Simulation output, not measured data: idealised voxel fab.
process module | voxel gate over fins
cross-section cut | 250 nm wide | cells 5 nm
A cross-section is a grid of square cells, given in bands from the top down. A band is one or more rows of cells.
Each band's line starts with the height of the band's top and of its bottom, in nm. Then come its materials from left to right, each with its width in nm. One material with "throughout" fills the band from edge to edge. "air" is empty space.
Height 0 is the level under which the wafer as received is all one material. The lowest band goes on downwards, as in "0 down".
A width such as "30 to 40" changes by the same amount from each row of cells to the next, from the band's top row to its bottom row.
"no change" after a step means that no cell of the cross-section changed.
closed voids: empty space of 8 cells or more with no open way to the top, each as width x height at its distance from the left edge, in nm
after a step's settings: what the simulator itself notes on the step
overlay nm, on a step with a mask: how far to the right of its planned place the mask lay; to the left if negative
plan
1 op RECEIVE | material Si
2 op CONFORMAL_DEP | material SiN | thk nm 5
3 op MASKED_ETCH | tone cover | mask id FINS | width nm 15 | pitch nm 35 | etch materials SiN | depth nm 5 | overlay nm 0
4 op MASKED_ETCH | tone cover | mask id FINS | width nm 15 | pitch nm 35 | etch materials Si | depth nm 40 | overlay nm 0
5 op FILL_DEP | material SiO2 | thk nm 15
6 op CMP | height nm 5
7 op SELECTIVE_ETCH | etch materials SiO2 | depth nm 15
8 op STRIP | etch materials SiN
9 op CONFORMAL_DEP | material HfO2 | thk nm 5
10 op CONFORMAL_DEP | material TiN | thk nm 5
11 op FILL_DEP | material W | thk nm 10
12 op CMP | height nm 15
13 op CONFORMAL_DEP | material SiN | thk nm 5
first wafer, as planned
as received, after step 1
  0 down: Si throughout
  closed voids: none
after step 2
  5 to 0: SiN throughout
  below 0: unchanged
after step 3
  5 to 0: air 100 | SiN 15 | air 20 | SiN 15 | air 100
  below 0: unchanged
after step 4
  5 to 0: air 100 | SiN 15 | air 20 | SiN 15 | air 100
  0 to -40: air 100 | Si 15 | air 20 | Si 15 | air 100
  below -40: unchanged
after step 5
  20 to 5: SiO2 throughout
  5 to 0: SiO2 100 | SiN 15 | SiO2 20 | SiN 15 | SiO2 100
  0 to -40: SiO2 100 | Si 15 | SiO2 20 | Si 15 | SiO2 100
  below -40: unchanged
after step 6
  5 to 0: SiO2 100 | SiN 15 | SiO2 20 | SiN 15 | SiO2 100
  below 0: unchanged
after step 7
  5 to 0: air 100 | SiN 15 | air 20 | SiN 15 | air 100
  0 to -10: air 100 | Si 15 | air 20 | Si 15 | air 100
  below -10: unchanged
after step 8
  0 to -10: air 100 | Si 15 | air 20 | Si 15 | air 100
  below -10: unchanged
after step 9
  5 to 0: air 95 | HfO2 25 | air 10 | HfO2 25 | air 95
  0 to -5: air 95 | HfO2 5 | Si 15 | HfO2 5 | air 10 | HfO2 5 | Si 15 | HfO2 5 | air 95
  -5 to -10: HfO2 100 | Si 15 | HfO2 20 | Si 15 | HfO2 100
  below -10: unchanged
after step 10
  10 to 5: air 90 | TiN 70 | air 90
  5 to 0: air 90 | TiN 5 | HfO2 25 | TiN 10 | HfO2 25 | TiN 5 | air 90
  0 to -5: TiN 95 | HfO2 5 | Si 15 | HfO2 5 | TiN 10 | HfO2 5 | Si 15 | HfO2 5 | TiN 95
  below -5: unchanged
after step 11
  20 to 10: W throughout
  10 to 5: W 90 | TiN 70 | W 90
  5 to 0: W 90 | TiN 5 | HfO2 25 | TiN 10 | HfO2 25 | TiN 5 | W 90
  below 0: unchanged
after step 12
  15 to 10: W throughout
  below 10: unchanged
after step 13
  20 to 15: SiN throughout
  below 15: unchanged
second wafer: like start, like plan, one mistake. Through step 6 it matches the first wafer
when step 7 should have ended
  5 to 0: air 100 | SiN 15 | air 20 | SiN 15 | air 100
  0 to -25: air 100 | Si 15 | air 20 | Si 15 | air 100
  below -25: unchanged
when step 8 should have ended
  0 to -25: air 100 | Si 15 | air 20 | Si 15 | air 100
  below -25: unchanged
when step 9 should have ended
  5 to 0: air 95 | HfO2 25 | air 10 | HfO2 25 | air 95
  0 to -20: air 95 | HfO2 5 | Si 15 | HfO2 5 | air 10 | HfO2 5 | Si 15 | HfO2 5 | air 95
  -20 to -25: HfO2 100 | Si 15 | HfO2 20 | Si 15 | HfO2 100
  below -25: unchanged
when step 10 should have ended
  10 to 5: air 90 | TiN 70 | air 90
  5 to 0: air 90 | TiN 5 | HfO2 25 | TiN 10 | HfO2 25 | TiN 5 | air 90
  0 to -15: air 90 | TiN 5 | HfO2 5 | Si 15 | HfO2 5 | TiN 10 | HfO2 5 | Si 15 | HfO2 5 | TiN 5 | air 90
  -15 to -20: TiN 95 | HfO2 5 | Si 15 | HfO2 5 | TiN 10 | HfO2 5 | Si 15 | HfO2 5 | TiN 95
  below -20: unchanged
when step 11 should have ended
  20 to 10: W throughout
  10 to 5: W 90 | TiN 70 | W 90
  5 to 0: W 90 | TiN 5 | HfO2 25 | TiN 10 | HfO2 25 | TiN 5 | W 90
  0 to -15: W 90 | TiN 5 | HfO2 5 | Si 15 | HfO2 5 | TiN 10 | HfO2 5 | Si 15 | HfO2 5 | TiN 5 | W 90
  below -15: unchanged
when step 12 should have ended
  15 to 10: W throughout
  below 10: unchanged
when step 13 should have ended
  20 to 15: SiN throughout
  below 15: unchanged
what went wrong: step 7 was run twice
at the end the second wafer has, in cells: 12 more of HfO2 | 132 fewer of SiO2 | 12 more of TiN | 108 more of W
